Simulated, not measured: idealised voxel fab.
process module | voxel double patterning
cross-section cut | 160 nm wide | cells 5 nm
A cross-section is a grid of square cells, given in bands from the top down. A band is one or more rows of cells.
Each band's line starts with the height of the band's top and of its bottom, in nm. Then come its materials from left to right, each with its width in nm. One material with "throughout" fills the band from edge to edge. "air" is empty space.
Height 0 is the level under which the wafer as received is all one material. The lowest band goes on downwards, as in "0 down".
A width such as "30 to 40" changes by the same amount from each row of cells to the next, from the band's top row to its bottom row.
"no change" after a step means that no cell of the cross-section changed.
closed voids: empty space of 8 cells or more with no open way to the top, each as width x height at its distance from the left edge, in nm
after a step's settings: what the simulator itself notes on the step
overlay nm, on a step with a mask: how far to the right of its planned place the mask lay; to the left if negative
plan
1 op RECEIVE | material Si
2 op CONFORMAL_DEP | material SiO2 | thk nm 10
3 op DIRECTIONAL_DEP | material W | thk nm 10
4 op DIRECTIONAL_DEP | material SiN | thk nm 5
5 op DIRECTIONAL_DEP | material aC | thk nm 15
6 op PATTERN | tone open | mask id FIRST | material resist | width nm 15 | pitch nm 50 | thk nm 35 | overlay nm 0
7 op DIRECTIONAL_ETCH | etch materials aC | depth nm 15
8 op STRIP | etch materials resist
9 op DIRECTIONAL_ETCH | etch materials SiN | depth nm 5
10 op STRIP | etch materials aC
11 op DIRECTIONAL_DEP | material aC | thk nm 10
12 op PATTERN | tone open | mask id SECOND | material resist | width nm 15 | thk nm 30 | overlay nm 0
13 op DIRECTIONAL_ETCH | etch materials aC | depth nm 10
14 op STRIP | etch materials resist
15 op DIRECTIONAL_ETCH | etch materials SiN | depth nm 5
16 op STRIP | etch materials aC
17 op DIRECTIONAL_ETCH | etch materials W | depth nm 10
18 op STRIP | etch materials SiN
as received, after step 1
  0 down: Si throughout
  closed voids: none
a wafer at the end: this start, this plan, one mistake
  20 to 10: air 45 | W 15 | air 35 | W 15 | air 50
  10 to 0: SiO2 throughout
  0 down: Si throughout
  closed voids: none
what went wrong: step 6 ran as: op PATTERN | tone cover | mask id FIRST | material resist | width nm 15 | pitch nm 50 | thk nm 35 | overlay nm 0
